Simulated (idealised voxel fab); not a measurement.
Process module heading - voxel air gaps
For reference, the cross-section in this document is cut, with width 255 nm and square cells of 5 nm.
Format of a cross-section: grid, square cells. Given as bands. Order: top down. Band: one or more rows of cells. Band: top and bottom heights (nm) first, top before bottom; then materials from left to right, widths in nm. "throughout" marks a sole material filling the band edge to edge. "empty" denotes empty space. Zero point of the height axis is 0; under it, received wafer = one material. Lowest band: continues down indefinitely, "top 0, no bottom". When a width is written as two numbers, as in "30->40", the first number is the width in the top row of cells of the band and the second is the width in its bottom row, and the width changes by the same amount from each row to the next. The designation "all unchanged", where it is given for a processing step, indicates that no cell of the cross-section was altered in the course of that step. "Sealed void list" contains a list of empty spaces, each no smaller than 8 cells and without an open way to the top, written in the form width x height at distance with the distance from the left edge and all three in nm. If you see something after the settings on a step's line, that's the simulator's own remark about that step. "overlay nm" denotes, for a step that has a mask, the displacement of the mask to the right of its planned place, with negative values corresponding to the left.
### This section lists the process steps that were planned
1 RECEIVE [material Si]
2 CONFORMAL_DEP [material SiO2] [thk nm 15]
3 CONFORMAL_DEP [material SiCN] [thk nm 5]
4 DIRECTIONAL_DEP [material lowk] [thk nm 30]
5 MASKED_ETCH [tone open] [mask id LINES] [width nm 20] [pitch nm 45] [etch materials lowk] [depth nm 30] [overlay nm 0]
6 CONFORMAL_DEP [material TiN] [thk nm 5]
7 FILL_DEP [material W] [thk nm 10]
8 CMP [height nm 50]
9 EPI [material Ru] [thk nm 10]
10 SELECTIVE_ETCH [etch materials lowk] [depth nm 40]
11 CONFORMAL_DEP [material SiCN] [thk nm 5]
### First wafer of two (run as planned)
### as received, after step 1
> top 0, no bottom = Si throughout
> Sealed void list: none
### The wafer in cross-section once step 2 is complete
> top 15, bottom 0 = SiO2 throughout
> Anything lower than 0 is untouched.
### The wafer in cross-section once step 3 is complete
> top 20, bottom 15 = SiCN throughout
> Anything lower than 15 is untouched.
### The wafer in cross-section once step 4 is complete
> top 50, bottom 20 = lowk throughout
> Anything lower than 20 is untouched.
### The wafer in cross-section once step 5 is complete
> top 50, bottom 20 = 70 lowk / 20 empty / 25 lowk / 20 empty / 25 lowk / 20 empty / 75 lowk
> Anything lower than 20 is untouched.
### The wafer in cross-section once step 6 is complete
> top 55, bottom 50 = 75 TiN / 10 empty / 35 TiN / 10 empty / 35 TiN / 10 empty / 80 TiN
> top 50, bottom 25 = 70 lowk / 5 TiN / 10 empty / 5 TiN / 25 lowk / 5 TiN / 10 empty / 5 TiN / 25 lowk / 5 TiN / 10 empty / 5 TiN / 75 lowk
> top 25, bottom 20 = 70 lowk / 20 TiN / 25 lowk / 20 TiN / 25 lowk / 20 TiN / 75 lowk
> Anything lower than 20 is untouched.
### The wafer in cross-section once step 7 is complete
> top 65, bottom 55 = W throughout
> top 55, bottom 50 = 75 TiN / 10 W / 35 TiN / 10 W / 35 TiN / 10 W / 80 TiN
> top 50, bottom 25 = 70 lowk / 5 TiN / 10 W / 5 TiN / 25 lowk / 5 TiN / 10 W / 5 TiN / 25 lowk / 5 TiN / 10 W / 5 TiN / 75 lowk
> Anything lower than 25 is untouched.
### The wafer in cross-section once step 8 is complete
> top 50, bottom 25 = 70 lowk / 5 TiN / 10 W / 5 TiN / 25 lowk / 5 TiN / 10 W / 5 TiN / 25 lowk / 5 TiN / 10 W / 5 TiN / 75 lowk
> Anything lower than 25 is untouched.
### The wafer in cross-section once step 9 is complete
> top 60, bottom 50 = 60 empty / 40 Ru / 5 empty / 40 Ru / 5 empty / 40 Ru / 65 empty
> Anything lower than 50 is untouched.
### The wafer in cross-section once step 10 is complete
> top 60, bottom 50 = 60 empty / 40 Ru / 5 empty / 40 Ru / 5 empty / 40 Ru / 65 empty
> top 50, bottom 25 = 70 empty / 5 TiN / 10 W / 5 TiN / 25 empty / 5 TiN / 10 W / 5 TiN / 25 empty / 5 TiN / 10 W / 5 TiN / 75 empty
> top 25, bottom 20 = 70 empty / 20 TiN / 25 empty / 20 TiN / 25 empty / 20 TiN / 75 empty
> Anything lower than 20 is untouched.
### The wafer in cross-section once step 11 is complete
> top 65, bottom 60 = 55 empty / 140 SiCN / 60 empty
> top 60, bottom 50 = 55 empty / 5 SiCN / 40 Ru / 5 SiCN / 40 Ru / 5 SiCN / 40 Ru / 5 SiCN / 60 empty
> top 50, bottom 45 = 55 empty / 15 SiCN / 5 TiN / 10 W / 5 TiN / 25 SiCN / 5 TiN / 10 W / 5 TiN / 25 SiCN / 5 TiN / 10 W / 5 TiN / 15 SiCN / 60 empty
> top 45, bottom 25 = 65 empty / 5 SiCN / 5 TiN / 10 W / 5 TiN / 5 SiCN / 15 empty / 5 SiCN / 5 TiN / 10 W / 5 TiN / 5 SiCN / 15 empty / 5 SiCN / 5 TiN / 10 W / 5 TiN / 5 SiCN / 70 empty
> top 25, bottom 20 = 70 SiCN / 20 TiN / 25 SiCN / 20 TiN / 25 SiCN / 20 TiN / 75 SiCN
> Anything lower than 20 is untouched.
> Sealed void list: 15 x 20 at 95; 15 x 20 at 140
### Second Wafer (Identical Start and Plan, One Processing Error; Matches First Wafer Through Step 1)
X-section, second wafer, when step 2 was due to finish: all unchanged
### X-section, second wafer, when step 3 was due to finish
> top 5, bottom 0 = SiCN throughout
> Anything lower than 0 is untouched.
### X-section, second wafer, when step 4 was due to finish
> top 35, bottom 5 = lowk throughout
> Anything lower than 5 is untouched.
### X-section, second wafer, when step 5 was due to finish
> top 35, bottom 5 = 70 lowk / 20 empty / 25 lowk / 20 empty / 25 lowk / 20 empty / 75 lowk
> Anything lower than 5 is untouched.
### X-section, second wafer, when step 6 was due to finish
> top 40, bottom 35 = 75 TiN / 10 empty / 35 TiN / 10 empty / 35 TiN / 10 empty / 80 TiN
> top 35, bottom 10 = 70 lowk / 5 TiN / 10 empty / 5 TiN / 25 lowk / 5 TiN / 10 empty / 5 TiN / 25 lowk / 5 TiN / 10 empty / 5 TiN / 75 lowk
> top 10, bottom 5 = 70 lowk / 20 TiN / 25 lowk / 20 TiN / 25 lowk / 20 TiN / 75 lowk
> Anything lower than 5 is untouched.
### X-section, second wafer, when step 7 was due to finish
> top 50, bottom 40 = W throughout
> top 40, bottom 35 = 75 TiN / 10 W / 35 TiN / 10 W / 35 TiN / 10 W / 80 TiN
> top 35, bottom 10 = 70 lowk / 5 TiN / 10 W / 5 TiN / 25 lowk / 5 TiN / 10 W / 5 TiN / 25 lowk / 5 TiN / 10 W / 5 TiN / 75 lowk
> Anything lower than 10 is untouched.
X-section, second wafer, when step 8 was due to finish: all unchanged
### X-section, second wafer, when step 9 was due to finish
> top 60, bottom 50 = Ru throughout
> Anything lower than 50 is untouched.
X-section, second wafer, when step 10 was due to finish: all unchanged
### X-section, second wafer, when step 11 was due to finish
> top 65, bottom 60 = SiCN throughout
> Anything lower than 60 is untouched.
Against the plan, the run slipped here: step 2 of the plan was omitted and not executed
End of process, cell counts, second wafer against first, materials with more or fewer: Ru: 54 more | SiCN: 64 fewer | SiO2: 153 fewer | TiN: 45 more | W: 108 more | lowk: 234 more
The final tally of closed voids stands at 2 on the first wafer and 0 on the second.
